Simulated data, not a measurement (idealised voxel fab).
You're looking at the process module voxel local oxidation.
Cross-section cut: width 170 nm, square cells of 5 nm.
This document writes a cross-section as a grid whose cells are square, and gives it as bands, listed from the top down; one or more rows of cells form a band.
First you get the band's top height and its bottom height, in nm, and then the materials it's made of, left to right, with each width in nm. If you see a single material with "edge to edge", that one covers the band edge to edge. "empty" is empty space.
A quick word on heights: they are counted from 0, and under that level the wafer as it came to us is one material throughout. The lowest band is different from the rest in having no bottom; it simply continues downward, written as in "0 down".
Note: "30 to 40" means the width goes from the first number (top row of the band) to the second number (bottom row) in equal steps per row of cells.
A step reported as "nothing changed" is a step in which no cell of the cross-section changed.
The list in "Closed void listing" covers empty spaces of 8 cells or more that cannot reach the top through any open way, and it gives each as width x height at distance; the distance is from the left edge, and width, height and distance are in nm.
That trailing text on a step's line, after the settings, is the simulator's own remark on the step.
A step's line can hold "overlay nm"; with a mask on that step, the setting says how far right of the planned place the mask lay, while a negative setting says it lay to the left.

[This section lists the process steps that were planned]
1. op RECEIVE | material Si
2. op CONFORMAL_DEP | material SiO2 | thk nm 5
3. op CONFORMAL_DEP | material SiN | thk nm 10
4. op PATTERN | tone cover | mask id ACTIVE | material resist | width nm 95 | thk nm 15 | overlay nm 0
5. op DIRECTIONAL_ETCH | etch materials SiN | depth nm 10
6. op STRIP | etch materials resist
7. op SELECTIVE_ETCH | etch materials SiO2 | depth nm 5
8. op OXIDIZE | depth nm 15
9. op STRIP | etch materials SiN

[Delivered wafer in cross-section: state after step 1]
  0 down = Si edge to edge
  Closed void listing: none

[Wafer at module end, in section. Began as above, planned as above, run with one mistake]
  10 to 0 = SiO2 edge to edge
  0 down = Si edge to edge
  Closed void listing: none
Deviation noted in wafer processing: step 3 changed vs plan, executed as op CONFORMAL_DEP | material SiO2 | thk nm 10
